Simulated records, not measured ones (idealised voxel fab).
Module name: voxel self aligned contacts (process module)
Each square cell in cross-section cut measures 5 nm, and the section as a whole is 215 nm wide.
Heads up, the way a cross-section reads in here is a grid of square cells, handed over as bands from the top down, with every band being one or more rows of cells. What a band's entry tells you: where the top is and where the bottom is, as heights in nm, and after that what lies inside, material by material from left to right, each with its width in nm. Empty space is written as the word "blank", and a single material marked with the word "all across" occupies the band from edge to edge. Height reference: 0 = level under which incoming wafer is all one material. Lowest band: no bottom, runs on downward, e.g. "0 down". Width: "30..40" (first number = top row, second number = bottom row, same change from row to row of cells). It should be understood that the words "nothing different", when stated for a given step, signify that the cross-section underwent no change in any of its cells during that step. Closed empty spaces (no open way to the top) of 8 cells or more are what "Closed voids list" lists, each as width x height at distance from the left edge, nm for all three. Read whatever lies past the settings on a step's line as the simulator's own remark about the step. overlay nm: mask right of planned place by this much (step with mask). Neg. = left.

# Set out below are the planned steps of the process
1 RECEIVE, material Si
2 CONFORMAL_DEP, material SiO2, thk nm 5
3 DIRECTIONAL_DEP, material polySi, thk nm 20
4 DIRECTIONAL_DEP, material SiN, thk nm 25
5 PATTERN, tone cover, mask id GATE, material resist, width nm 25, pitch nm 60, thk nm 15, overlay nm 0
6 DIRECTIONAL_ETCH, etch materials SiN, depth nm 25
7 DIRECTIONAL_ETCH, etch materials polySi, depth nm 20
8 STRIP, etch materials resist
9 CONFORMAL_DEP, material SiN, thk nm 10
10 DIRECTIONAL_ETCH, etch materials SiN, depth nm 10
11 FILL_DEP, material SiO2, thk nm 15
12 CMP, height nm 60
13 DIRECTIONAL_DEP, material aC, thk nm 15
14 PATTERN, tone open, mask id CONTACT, material resist, width nm 45, pitch nm 60, thk nm 30, overlay nm 0
15 DIRECTIONAL_ETCH, etch materials aC, depth nm 15
16 STRIP, etch materials resist
17 DIRECTIONAL_ETCH, etch materials SiO2, depth nm 60
18 STRIP, etch materials aC
19 CONFORMAL_DEP, material TiN, thk nm 5
20 FILL_DEP, material W, thk nm 5
21 CMP, height nm 60
22 CONFORMAL_DEP, material SiCN, thk nm 5

# as received, after step 1
	0 down | Si all across
	Closed voids list: none

# Post-module cross-section: identical start and plan to those above, one misstep in execution
	70 to 65 | SiCN all across
	65 to 60 | TiN: 60 / W: 35 / TiN: 25 / W: 35 / TiN: 60
	60 to 50 | SiO2: 55 / TiN: 5..20 / W: 35..5 / TiN: 5..20 / SiO2: 15 / TiN: 5..20 / W: 35..5 / TiN: 5..20 / SiO2: 55
	50 to 25 | SiO2: 25 / SiN: 45 / TiN: 5 / W: 5 / TiN: 5 / SiN: 45 / TiN: 5 / W: 5 / TiN: 5 / SiN: 45 / SiO2: 25
	25 to 5 | SiO2: 25 / SiN: 10 / polySi: 25 / SiN: 10 / TiN: 5 / W: 5 / TiN: 5 / SiN: 10 / polySi: 25 / SiN: 10 / TiN: 5 / W: 5 / TiN: 5 / SiN: 10 / polySi: 25 / SiN: 10 / SiO2: 25
	5 to 0 | SiO2: 70 / TiN: 15 / SiO2: 45 / TiN: 15 / SiO2: 70
	0 down | Si all across
	Closed voids list: none
The plan and the run diverged here: off-plan run, step 21, actual operation and settings CMP, height nm 65
